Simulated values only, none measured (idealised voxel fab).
The document below concerns the process module designated voxel transistor to metal.
The cross-section on display is named cut; it measures 285 nm wide, and its cells are 5 nm squares.
If you're reading a cross-section in this doc, picture square cells in a grid; it comes to you as bands, top ones listed first down to the bottom, and a band can be one or more rows of cells.
Top, bottom (nm), then materials left to right with widths (nm); lone material tagged "all across" fills the whole band edge to edge; "empty" = empty space.
Heights are measured from 0, the level below which the as-received wafer is all one material; the lowest band has no bottom and continues downward, written as in "0..down".
With a width like "30..40", each row of cells in the band differs from the next by the same amount, the top row carrying the first number and the bottom row the second.
Given "no modifications" for a step, no cell of the cross-section differs between before and after that step.
So "Enclosed voids" is basically the list of trapped voids: any empty space of 8 cells or more that can't reach the top through an opening. They're written width x height at distance, the distance being from the left edge, and it's all nm.
Whatever follows a step's settings on its line is a remark the simulator itself makes about that step.
overlay nm: mask offset rightward from planned place, masked step; negative means leftward offset.

The following list gives the planned process steps
1 RECEIVE,material Si
2 OXIDIZE,depth nm 5
3 CONFORMAL_DEP,material SiN,thk nm 10
4 DIRECTIONAL_DEP,material aC,thk nm 15
5 PATTERN,tone cover,mask id ACTIVE,material resist,width nm 105,pitch nm 130,thk nm 30,overlay nm 0
6 DIRECTIONAL_ETCH,etch materials aC,depth nm 15
7 STRIP,etch materials resist
8 DIRECTIONAL_ETCH,etch materials SiN,depth nm 10
9 DIRECTIONAL_ETCH,etch materials SiO2,depth nm 5
10 DIRECTIONAL_ETCH,etch materials Si,depth nm 20
11 STRIP,etch materials aC
12 FILL_DEP,material SiO2,thk nm 5
13 CMP,height nm 10
14 SELECTIVE_ETCH,etch materials SiO2,depth nm 10
15 STRIP,etch materials SiN
16 SELECTIVE_ETCH,etch materials SiO2,depth nm 5
17 OXIDIZE,depth nm 5
18 DIRECTIONAL_DEP,material polySi,thk nm 20
19 DIRECTIONAL_DEP,material SiCN,thk nm 10
20 PATTERN,tone cover,mask id GATE,material resist,width nm 35,pitch nm 130,thk nm 15,overlay nm 0
21 DIRECTIONAL_ETCH,etch materials SiCN,depth nm 20
22 DIRECTIONAL_ETCH,etch materials polySi,depth nm 30
23 STRIP,etch materials resist
24 CONFORMAL_DEP,material SiN,thk nm 10
25 DIRECTIONAL_ETCH,etch materials SiN,depth nm 10
26 DIRECTIONAL_ETCH,etch materials SiO2,depth nm 5
27 DIRECTIONAL_ETCH,etch materials Si,depth nm 10
28 EPI,material pSi,thk nm 15
29 FILL_DEP,material SiO2,thk nm 5
30 CMP,height nm 15
31 STRIP,etch materials polySi
32 SELECTIVE_ETCH,etch materials SiO2,depth nm 5
33 CONFORMAL_DEP,material HfO2,thk nm 5
34 CONFORMAL_DEP,material TiN,thk nm 5
35 FILL_DEP,material W,thk nm 10
36 CMP,height nm 10
37 DIRECTIONAL_DEP,material SiO2,thk nm 10
38 MASKED_ETCH,tone open,mask id CONTACT,width nm 15,etch materials SiO2,depth nm 25,overlay nm 0
39 CONFORMAL_DEP,material TiN,thk nm 5
40 FILL_DEP,material W,thk nm 10
41 CMP,height nm 20
42 DIRECTIONAL_DEP,material TiN,thk nm 5
43 DIRECTIONAL_DEP,material W,thk nm 25
44 PATTERN,tone cover,mask id METAL_1,material resist,width nm 15,thk nm 15,overlay nm 0
45 DIRECTIONAL_ETCH,etch materials W,depth nm 25
46 DIRECTIONAL_ETCH,etch materials TiN,depth nm 5
47 STRIP,etch materials resist
48 CONFORMAL_DEP,material SiN,thk nm 5
49 FILL_DEP,material lowk,thk nm 5
50 CMP,height nm 50
51 CONFORMAL_DEP,material SiCN,thk nm 5
52 DIRECTIONAL_DEP,material lowk,thk nm 25
53 DIRECTIONAL_DEP,material aC,thk nm 10
54 PATTERN,tone open,mask id METAL_2,material resist,width nm 15,pitch nm 130,thk nm 25,overlay nm 0
55 DIRECTIONAL_ETCH,etch materials aC,depth nm 10
56 STRIP,etch materials resist
57 DIRECTIONAL_ETCH,etch materials lowk,depth nm 15
58 STRIP,etch materials aC
59 DIRECTIONAL_DEP,material aC,thk nm 15
60 PATTERN,tone open,mask id METAL_2_HOLES,material resist,width nm 15,pitch nm 130,thk nm 35,overlay nm 0
61 DIRECTIONAL_ETCH,etch materials aC,depth nm 15
62 STRIP,etch materials resist
63 DIRECTIONAL_ETCH,etch materials lowk,depth nm 10
64 DIRECTIONAL_ETCH,etch materials SiCN,depth nm 5
65 STRIP,etch materials aC
66 CONFORMAL_DEP,material TiN,thk nm 5
67 FILL_DEP,material Cu,thk nm 10
68 CMP,height nm 80
69 CONFORMAL_DEP,material SiCN,thk nm 5

Step 1 complete: cross-section of the wafer as received
* 0..down = Si all across
* Enclosed voids: none

Wafer cross-section at end of module: start and plan as shown above, one execution error
* 85..80 = SiCN all across
* 80..55 = 30 of lowk; 5 of TiN; 5 of Cu; 5 of TiN; 115 of lowk; 5 of TiN; 5 of Cu; 5 of TiN; 110 of lowk
* 55..50 = 30 of SiCN; 15 of TiN; 115 of SiCN; 15 of TiN; 110 of SiCN
* 50..25 = 25 of lowk; 5 of SiN; 15 of W; 5 of SiN; 55 of lowk; 5 of SiN; 15 of W; 5 of SiN; 25 of lowk; 5 of SiN; 15 of W; 5 of SiN; 55 of lowk; 5 of SiN; 15 of W; 5 of SiN; 25 of lowk
* 25..20 = 30 of SiN; 15 of TiN; 65 of SiN; 15 of TiN; 35 of SiN; 15 of TiN; 65 of SiN; 15 of TiN; 30 of SiN
* 20..10 = 30 of SiO2; 5 of TiN; 5 of W; 5 of TiN; 65 of SiO2; 5 of TiN; 5 of W; 5 of TiN; 35 of SiO2; 5 of TiN; 5 of W; 5 of TiN; 65 of SiO2; 5 of TiN; 5 of W; 5 of TiN; 30 of SiO2
* 10..5 = 30 of SiO2; 15 of TiN; 5 of SiO2; 10 of SiN; 5 of HfO2; 5 of TiN; 15 of W; 5 of TiN; 5 of HfO2; 10 of SiN; 5 of SiO2; 15 of TiN; 35 of SiO2; 15 of TiN; 5 of SiO2; 10 of SiN; 5 of HfO2; 5 of TiN; 15 of W; 5 of TiN; 5 of HfO2; 10 of SiN; 5 of SiO2; 15 of TiN; 30 of SiO2
* 5..0 = 30 of SiO2; 5 of TiN; 15 of pSi; 10 of SiN; 5 of HfO2; 5 of TiN; 15 of W; 5 of TiN; 5 of HfO2; 10 of SiN; 15 of pSi; 5 of TiN; 35 of SiO2; 5 of TiN; 15 of pSi; 10 of SiN; 5 of HfO2; 5 of TiN; 15 of W; 5 of TiN; 5 of HfO2; 10 of SiN; 15 of pSi; 5 of TiN; 30 of SiO2
* 0..-5 = 30 of SiO2; 5 of TiN; 15 of pSi; 10 of SiN; 5 of HfO2; 25 of TiN; 5 of HfO2; 10 of SiN; 15 of pSi; 5 of TiN; 35 of SiO2; 5 of TiN; 15 of pSi; 10 of SiN; 5 of HfO2; 25 of TiN; 5 of HfO2; 10 of SiN; 15 of pSi; 5 of TiN; 30 of SiO2
* -5..-10 = 15 of SiO2; 35 of pSi; 5 of SiO2; 45 of HfO2; 5 of SiO2; 25 of pSi; 15 of SiO2; 35 of pSi; 5 of SiO2; 45 of HfO2; 5 of SiO2; 25 of pSi; 25 of SiO2
* -10..-20 = 20 of SiO2; 30 of pSi; 55 of Si; 20 of pSi; 25 of SiO2; 30 of pSi; 55 of Si; 20 of pSi; 30 of SiO2
* -20..-25 = 20 of SiO2; 105 of Si; 25 of SiO2; 105 of Si; 30 of SiO2
* -25..down = Si all across
* Enclosed voids: none
Processing error: in deviation from the planned setting, step 5 was conducted as PATTERN,tone cover,mask id ACTIVE,material resist,width nm 105,pitch nm 130,thk nm 30,overlay nm -5
